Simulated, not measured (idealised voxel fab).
voxel tone inversion: a process module
In the cross-section labelled cut, the width is 140 nm and each square cell is 5 nm.
Think of the cross-section as a grid of square cells. We describe it in bands, top to bottom, and each band covers one or more rows of those cells. Heads up on the band format: heights come first, top then bottom, in nm. After that it's the materials left to right, each with its width in nm. A single material flagged "full width" fills the whole band edge to edge, and "air" means there's empty space there. Ref level 0: as-received wafer is one material below here. Bottom band extends down with no lower bound ("from 0 down"). The two numbers in a width such as "30..40" mark its ends across the band: the first belongs to the top row of cells, the second to the bottom row, and from each row to the next the width moves by the same amount. No cell of the cross-section changed in a step that is given as "left unchanged". "Enclosed cavities": empty spaces of 8 cells or more with no open way to the top, each given as width x height at distance, distance from the left edge, all in nm. On a step's line, text after the settings is the simulator commenting on that step. The optional step-line setting "overlay nm" applies to steps with a mask and quantifies how far to the right of its planned location the mask lay, a negative value indicating leftward placement.

[Set out below are the planned steps of the process]
1: op RECEIVE | material Si
2: op CONFORMAL_DEP | material SiCN | thk nm 10
3: op DIRECTIONAL_DEP | material polySi | thk nm 15
4: op PATTERN | tone cover | mask id POSTS | material resist | width nm 20 | pitch nm 50 | thk nm 25 | overlay nm 0
5: op DIRECTIONAL_ETCH | etch materials polySi | depth nm 15
6: op STRIP | etch materials resist
7: op FILL_DEP | material SiO2 | thk nm 5
8: op CMP | height nm 25
9: op STRIP | etch materials polySi

[Wafer cross-section on receipt, i.e. after step 1]
from 0 down  Si full width
Enclosed cavities: none

[Module complete - cross-section of the first of two wafers, run according to plan]
from 25 to 10  SiO2 (35) / air (20) / SiO2 (30) / air (20) / SiO2 (35)
from 10 to 0  SiCN full width
from 0 down  Si full width
Enclosed cavities: none

[Now the second wafer, cross-sectioned at the end of the module. Nothing different at the start, nothing different in the plan compared with the first, just one mistake when it was actually run]
from 15 to 10  SiO2 (35) / air (20) / SiO2 (30) / air (20) / SiO2 (35)
from 10 to 0  SiCN full width
from 0 down  Si full width
Enclosed cavities: none
Nonconformance to the process plan: step 8 changed vs plan, executed as op CMP | height nm 15
Final tally in cells, some materials are higher or lower on the second wafer than on the first: SiO2 -40
